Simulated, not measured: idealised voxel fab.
Process module heading - voxel local oxidation
Section shown: cut. Width: 295 nm. Cell size: 5 nm, square.
Cross-section, as written here: a square-cell grid given band by band from the top down, where a band holds one or more rows of cells. Top, bottom (nm), then materials left to right with widths (nm); lone material tagged "all across" fills the whole band edge to edge; "blank" = empty space. Heights are reckoned from 0. Under this level, the received wafer is all of one material. The bottommost band is open-ended downward, for example "z 0 and below". A width given as "30..40" starts at the first number in the band's top row and ends at the second number in its bottom row, shifting by an equal amount at every step from row to row. Reading "remained the same" for a step: not a cell of the cross-section changed in it. Entry "Catalogued sealed voids" = empty spaces >= 8 cells with no open way to the top; each as width x height at distance, distance from left edge, all nm. Anything after a step's settings on that line? It's the simulator's own note about the step. When a step includes a mask, the "overlay nm" setting on its line states how far to the right of its planned place that mask lay, and negative values state how far to the left.

### Set out below are the planned steps of the process
1. RECEIVE | material Si
2. CONFORMAL_DEP | material SiO2 | thk nm 5
3. CONFORMAL_DEP | material SiN | thk nm 15
4. PATTERN | tone cover | mask id ACTIVE | material resist | width nm 125 | thk nm 15 | overlay nm 0
5. DIRECTIONAL_ETCH | etch materials SiN | depth nm 15
6. STRIP | etch materials resist
7. SELECTIVE_ETCH | etch materials SiO2 | depth nm 5
8. OXIDIZE | depth nm 15
9. STRIP | etch materials SiN

### Run as planned: first of two wafers

### Wafer at receipt (post step 1), cross-section
z 0 and below  Si all across
Catalogued sealed voids: none

### Upon completion of step 2, the wafer appears in cross-section as shown
z 5 to 0  SiO2 all across
Heights below 0 show no change.

### Upon completion of step 3, the wafer appears in cross-section as shown
z 20 to 5  SiN all across
Heights below 5 show no change.

### Upon completion of step 4, the wafer appears in cross-section as shown
z 35 to 20  85 of blank, then 125 of resist, then 85 of blank
Heights below 20 show no change.

### Upon completion of step 5, the wafer appears in cross-section as shown
z 35 to 20  85 of blank, then 125 of resist, then 85 of blank
z 20 to 5  85 of blank, then 125 of SiN, then 85 of blank
Heights below 5 show no change.

### Upon completion of step 6, the wafer appears in cross-section as shown
z 20 to 5  85 of blank, then 125 of SiN, then 85 of blank
Heights below 5 show no change.

### Upon completion of step 7, the wafer appears in cross-section as shown
z 20 to 5  85 of blank, then 125 of SiN, then 85 of blank
z 5 to 0  90 of blank, then 115 of SiO2, then 90 of blank
Heights below 0 show no change.

### Upon completion of step 8, the wafer appears in cross-section as shown
z 20 to 5  85 of blank, then 125 of SiN, then 85 of blank
z 5 to 0  90 of blank, then 115 of SiO2, then 90 of blank
z 0 to -15  105 of SiO2, then 85 of Si, then 105 of SiO2
Heights below -15 show no change.

### Upon completion of step 9, the wafer appears in cross-section as shown
z 5 to 0  90 of blank, then 115 of SiO2, then 90 of blank
Heights below 0 show no change.

### Wafer two: like wafer one in start and plan, but with one mistake in execution; identical up to and including step 8

Look at the second wafer in cross-section at the time step 9 ought to have finished: remained the same
What was done differently from what was planned? step 9 from the plan never happened, it was just skipped
Bottom line after processing is that, in cells, the second wafer is up or down on some materials versus the first: SiN: 75 more
